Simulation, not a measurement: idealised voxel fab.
The following is a process module called voxel double patterning.
It is cross-section cut that appears here, measuring 235 nm in width, its square cells being 5 nm in size.
Cross-sections here: square-cell grids, written as top-down lists of bands, a band being one or more rows of cells. Band entry format. Leading values: height of top, height of bottom, nm. Remainder: materials in left-to-right order, each with its width in nm. Special words: "everywhere" on a single material, which then fills the band edge to edge; "air", empty space. Heads up on the height convention: 0 is the point under which the incoming wafer is all one material, and the lowest band has no bottom, it just keeps going down, like "z 0 and below". The two numbers in a width such as "30 to 40" mark its ends across the band: the first belongs to the top row of cells, the second to the bottom row, and from each row to the next the width moves by the same amount. Where the words "identical to before" appear for a step, the cross-section shows no cell changed by that step; every cell remained as before. This entry, "Cavities, closed", enumerates those empty regions of no fewer than 8 cells that possess no open connection to the top. Each region is reported in the form width x height at distance, the distance being taken from the left edge, with all three quantities expressed in nm. On each step's line, the part that comes after the settings is the simulator's own comment on the step. "overlay nm" denotes, for a step that has a mask, the displacement of the mask to the right of its planned place, with negative values corresponding to the left.

The steps planned for the process are as follows
- 1: RECEIVE with material Si
- 2: CONFORMAL_DEP with material SiO2, thk nm 5
- 3: DIRECTIONAL_DEP with material W, thk nm 15
- 4: DIRECTIONAL_DEP with material SiCN, thk nm 10
- 5: PATTERN with tone open, mask id FIRST, material resist, width nm 15, pitch nm 50, thk nm 20, overlay nm 0
- 6: DIRECTIONAL_ETCH with etch materials SiCN, depth nm 10
- 7: STRIP with etch materials resist
- 8: MASKED_ETCH with tone open, mask id SECOND, width nm 15, pitch nm 50, etch materials SiCN, depth nm 10, overlay nm 0
- 9: DIRECTIONAL_ETCH with etch materials W, depth nm 15
- 10: STRIP with etch materials SiCN
The plan's step 8 width nm is the first wafer's value; the wafers differ in this setting and start identical.

This is how the first of several wafers looked in cross-section when it arrived, which is after step 1
z 0 and below  Si everywhere
Cavities, closed: none

Tabulated below, wafer by wafer, are the end-of-module results: for each material, the number of cells gained (+) or lost (-) relative to the as-received state, followed by the closed voids
width nm 15 | +47 SiO2 | +96 W | Cavities, closed: none
width nm 20 | +47 SiO2 | +90 W | Cavities, closed: none
width nm 25 | +47 SiO2 | +84 W | Cavities, closed: none
width nm 30 | +47 SiO2 | +78 W | Cavities, closed: none
